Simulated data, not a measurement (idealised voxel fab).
process module | voxel capacitor over wiring
cross-section cut | 300 nm wide | cells 5 nm
A cross-section is a grid of square cells, given in bands from the top down. A band is one or more rows of cells.
Each band's line starts with the height of the band's top and of its bottom, in nm. Then come its materials from left to right, each with its width in nm. One material with "throughout" fills the band from edge to edge. "air" is empty space.
Height 0 is the level under which the wafer as received is all one material. The lowest band goes on downwards, as in "0 down".
A width such as "30 to 40" changes by the same amount from each row of cells to the next, from the band's top row to its bottom row.
"no change" after a step means that no cell of the cross-section changed.
closed voids: empty space of 8 cells or more with no open way to the top, each as width x height at its distance from the left edge, in nm
after a step's settings: what the simulator itself notes on the step
overlay nm, on a step with a mask: how far to the right of its planned place the mask lay; to the left if negative
plan
1 op RECEIVE | material Si
2 op CONFORMAL_DEP | material SiO2 | thk nm 10
3 op DIRECTIONAL_DEP | material TiN | thk nm 5
4 op DIRECTIONAL_DEP | material W | thk nm 20
5 op DIRECTIONAL_DEP | material aC | thk nm 10
6 op PATTERN | tone cover | mask id METAL_1 | material resist | width nm 20 | pitch nm 85 | thk nm 30 | overlay nm 0
7 op DIRECTIONAL_ETCH | etch materials aC | depth nm 10
8 op STRIP | etch materials resist
9 op DIRECTIONAL_ETCH | etch materials W | depth nm 20
10 op DIRECTIONAL_ETCH | etch materials TiN | depth nm 5
11 op STRIP | etch materials aC
12 op CONFORMAL_DEP | material SiN | thk nm 5
13 op FILL_DEP | material lowk | thk nm 10
14 op CMP | height nm 35
15 op CONFORMAL_DEP | material SiCN | thk nm 5
16 op DIRECTIONAL_DEP | material SiO2 | thk nm 20
17 op MASKED_ETCH | tone open | mask id PLUG_1 | width nm 15 | etch materials SiO2 | depth nm 20 | overlay nm 0
18 op MASKED_ETCH | tone open | mask id PLUG_1 | width nm 15 | etch materials SiCN | depth nm 5 | overlay nm 0
19 op CONFORMAL_DEP | material TiN | thk nm 5
20 op FILL_DEP | material Cu | thk nm 5
21 op CMP | height nm 60
22 op DIRECTIONAL_DEP | material TiN | thk nm 5
23 op DIRECTIONAL_DEP | material Al2O3 | thk nm 5
24 op DIRECTIONAL_DEP | material TiN | thk nm 10
25 op DIRECTIONAL_DEP | material aC | thk nm 15
26 op PATTERN | tone cover | mask id UPPER_PLATE | material resist | width nm 70 | thk nm 35 | overlay nm 0
27 op DIRECTIONAL_ETCH | etch materials aC | depth nm 15
28 op STRIP | etch materials resist
29 op DIRECTIONAL_ETCH | etch materials TiN | depth nm 10
30 op DIRECTIONAL_ETCH | etch materials Al2O3 | depth nm 5
31 op STRIP | etch materials aC
32 op DIRECTIONAL_DEP | material aC | thk nm 10
33 op PATTERN | tone cover | mask id LOWER_PLATE | material resist | width nm 80 | thk nm 30 | overlay nm 0
34 op DIRECTIONAL_ETCH | etch materials aC | depth nm 10
35 op STRIP | etch materials resist
36 op DIRECTIONAL_ETCH | etch materials TiN | depth nm 5
37 op STRIP | etch materials aC
38 op FILL_DEP | material SiO2 | thk nm 15
39 op CMP | height nm 90
40 op PATTERN | tone open | mask id PLUG_2 | material resist | width nm 15 | thk nm 20 | overlay nm 0
41 op DIRECTIONAL_ETCH | etch materials SiO2 | depth nm 10
42 op STRIP | etch materials resist
43 op CONFORMAL_DEP | material TiN | thk nm 5
44 op FILL_DEP | material Ru | thk nm 5
45 op CMP | height nm 90
46 op CONFORMAL_DEP | material SiN | thk nm 5
first wafer, as planned
as received, after step 1
  0 down: Si throughout
  closed voids: none
after step 2
  10 to 0: SiO2 throughout
  below 0: unchanged
after step 3
  15 to 10: TiN throughout
  below 10: unchanged
after step 4
  35 to 15: W throughout
  below 15: unchanged
after step 5
  45 to 35: aC throughout
  below 35: unchanged
after step 6
  75 to 45: air 95 | resist 20 | air 65 | resist 20 | air 100
  below 45: unchanged
after step 7
  65 to 45: air 95 | resist 20 | air 65 | resist 20 | air 100
  45 to 35: air 95 | aC 20 | air 65 | aC 20 | air 100
  below 35: unchanged
after step 8
  45 to 35: air 95 | aC 20 | air 65 | aC 20 | air 100
  below 35: unchanged
after step 9
  45 to 35: air 95 | aC 20 | air 65 | aC 20 | air 100
  35 to 15: air 95 | W 20 | air 65 | W 20 | air 100
  below 15: unchanged
after step 10
  45 to 35: air 95 | aC 20 | air 65 | aC 20 | air 100
  35 to 15: air 95 | W 20 | air 65 | W 20 | air 100
  15 to 10: air 95 | TiN 20 | air 65 | TiN 20 | air 100
  below 10: unchanged
after step 11
  35 to 15: air 95 | W 20 | air 65 | W 20 | air 100
  below 15: unchanged
after step 12
  40 to 35: air 90 | SiN 30 | air 55 | SiN 30 | air 95
  35 to 15: air 90 | SiN 5 | W 20 | SiN 5 | air 55 | SiN 5 | W 20 | SiN 5 | air 95
  15 to 10: SiN 95 | TiN 20 | SiN 65 | TiN 20 | SiN 100
  below 10: unchanged
after step 13
  50 to 40: lowk throughout
  40 to 35: lowk 90 | SiN 30 | lowk 55 | SiN 30 | lowk 95
  35 to 15: lowk 90 | SiN 5 | W 20 | SiN 5 | lowk 55 | SiN 5 | W 20 | SiN 5 | lowk 95
  below 15: unchanged
after step 14
  35 to 15: lowk 90 | SiN 5 | W 20 | SiN 5 | lowk 55 | SiN 5 | W 20 | SiN 5 | lowk 95
  below 15: unchanged
after step 15
  40 to 35: SiCN throughout
  below 35: unchanged
after step 16
  60 to 40: SiO2 throughout
  below 40: unchanged
after step 17
  60 to 40: SiO2 100 | air 15 | SiO2 185
  below 40: unchanged
after step 18
  60 to 40: SiO2 100 | air 15 | SiO2 185
  40 to 35: SiCN 100 | air 15 | SiCN 185
  below 35: unchanged
after step 19
  65 to 60: TiN 105 | air 5 | TiN 190
  60 to 40: SiO2 100 | TiN 5 | air 5 | TiN 5 | SiO2 185
  40 to 35: SiCN 100 | TiN 15 | SiCN 185
  below 35: unchanged
after step 20
  70 to 65: Cu throughout
  65 to 60: TiN 105 | Cu 5 | TiN 190
  60 to 40: SiO2 100 | TiN 5 | Cu 5 | TiN 5 | SiO2 185
  below 40: unchanged
after step 21
  60 to 40: SiO2 100 | TiN 5 | Cu 5 | TiN 5 | SiO2 185
  below 40: unchanged
after step 22
  65 to 60: TiN throughout
  below 60: unchanged
after step 23
  70 to 65: Al2O3 throughout
  below 65: unchanged
after step 24
  80 to 70: TiN throughout
  below 70: unchanged
after step 25
  95 to 80: aC throughout
  below 80: unchanged
after step 26
  130 to 95: air 100 | resist 70 | air 130
  below 95: unchanged
after step 27
  115 to 95: air 100 | resist 70 | air 130
  95 to 80: air 100 | aC 70 | air 130
  below 80: unchanged
after step 28
  95 to 80: air 100 | aC 70 | air 130
  below 80: unchanged
after step 29
  95 to 80: air 100 | aC 70 | air 130
  80 to 70: air 100 | TiN 70 | air 130
  below 70: unchanged
after step 30
  95 to 80: air 100 | aC 70 | air 130
  80 to 70: air 100 | TiN 70 | air 130
  70 to 65: air 100 | Al2O3 70 | air 130
  below 65: unchanged
after step 31
  80 to 70: air 100 | TiN 70 | air 130
  below 70: unchanged
after step 32
  90 to 80: air 100 | aC 70 | air 130
  80 to 75: air 100 | TiN 70 | air 130
  75 to 70: aC 100 | TiN 70 | aC 130
  70 to 65: aC 100 | Al2O3 70 | aC 130
  below 65: unchanged
after step 33
  120 to 90: air 95 | resist 80 | air 125
  90 to 80: air 95 | resist 5 | aC 70 | resist 5 | air 125
  80 to 75: air 95 | resist 5 | TiN 70 | resist 5 | air 125
  below 75: unchanged
after step 34
  110 to 90: air 95 | resist 80 | air 125
  90 to 80: air 95 | resist 5 | aC 70 | resist 5 | air 125
  80 to 75: air 95 | resist 5 | TiN 70 | resist 5 | air 125
  75 to 70: air 95 | aC 5 | TiN 70 | aC 5 | air 125
  70 to 65: air 95 | aC 5 | Al2O3 70 | aC 5 | air 125
  below 65: unchanged
after step 35
  90 to 80: air 100 | aC 70 | air 130
  80 to 75: air 100 | TiN 70 | air 130
  below 75: unchanged
after step 36
  90 to 80: air 100 | aC 70 | air 130
  80 to 75: air 100 | TiN 70 | air 130
  75 to 70: air 95 | aC 5 | TiN 70 | aC 5 | air 125
  70 to 65: air 95 | aC 5 | Al2O3 70 | aC 5 | air 125
  65 to 60: air 95 | TiN 80 | air 125
  below 60: unchanged
after step 37
  80 to 70: air 100 | TiN 70 | air 130
  70 to 65: air 100 | Al2O3 70 | air 130
  below 65: unchanged
after step 38
  95 to 80: SiO2 throughout
  80 to 70: SiO2 100 | TiN 70 | SiO2 130
  70 to 65: SiO2 100 | Al2O3 70 | SiO2 130
  65 to 60: SiO2 95 | TiN 80 | SiO2 125
  below 60: unchanged
after step 39
  90 to 80: SiO2 throughout
  below 80: unchanged
after step 40
  110 to 90: resist 110 | air 15 | resist 175
  below 90: unchanged
after step 41
  110 to 90: resist 110 | air 15 | resist 175
  90 to 80: SiO2 110 | air 15 | SiO2 175
  below 80: unchanged
after step 42
  90 to 80: SiO2 110 | air 15 | SiO2 175
  below 80: unchanged
after step 43
  95 to 90: TiN 115 | air 5 | TiN 180
  90 to 85: SiO2 110 | TiN 5 | air 5 | TiN 5 | SiO2 175
  85 to 80: SiO2 110 | TiN 15 | SiO2 175
  below 80: unchanged
after step 44
  100 to 95: Ru throughout
  95 to 90: TiN 115 | Ru 5 | TiN 180
  90 to 85: SiO2 110 | TiN 5 | Ru 5 | TiN 5 | SiO2 175
  below 85: unchanged
after step 45
  90 to 85: SiO2 110 | TiN 5 | Ru 5 | TiN 5 | SiO2 175
  below 85: unchanged
after step 46
  95 to 90: SiN throughout
  below 90: unchanged
second wafer: like start, like plan, one mistake. Through step 39 it matches the first wafer
when step 40 should have ended
  110 to 90: resist 105 | air 25 | resist 170
  below 90: unchanged
when step 41 should have ended
  110 to 90: resist 105 | air 25 | resist 170
  90 to 80: SiO2 105 | air 25 | SiO2 170
  below 80: unchanged
when step 42 should have ended
  90 to 80: SiO2 105 | air 25 | SiO2 170
  below 80: unchanged
when step 43 should have ended
  95 to 90: TiN 110 | air 15 | TiN 175
  90 to 85: SiO2 105 | TiN 5 | air 15 | TiN 5 | SiO2 170
  85 to 80: SiO2 105 | TiN 25 | SiO2 170
  below 80: unchanged
when step 44 should have ended
  100 to 95: Ru throughout
  95 to 90: TiN 110 | Ru 15 | TiN 175
  90 to 85: SiO2 105 | TiN 5 | Ru 15 | TiN 5 | SiO2 170
  below 85: unchanged
when step 45 should have ended
  90 to 85: SiO2 105 | TiN 5 | Ru 15 | TiN 5 | SiO2 170
  below 85: unchanged
when step 46 should have ended
  95 to 90: SiN throughout
  below 90: unchanged
what went wrong: step 40 ran as: op PATTERN | tone open | mask id PLUG_2 | material resist | width nm 25 | thk nm 20 | overlay nm 0
at the end the second wafer has, in cells: 2 more of Ru | 4 fewer of SiO2 | 2 more of TiN
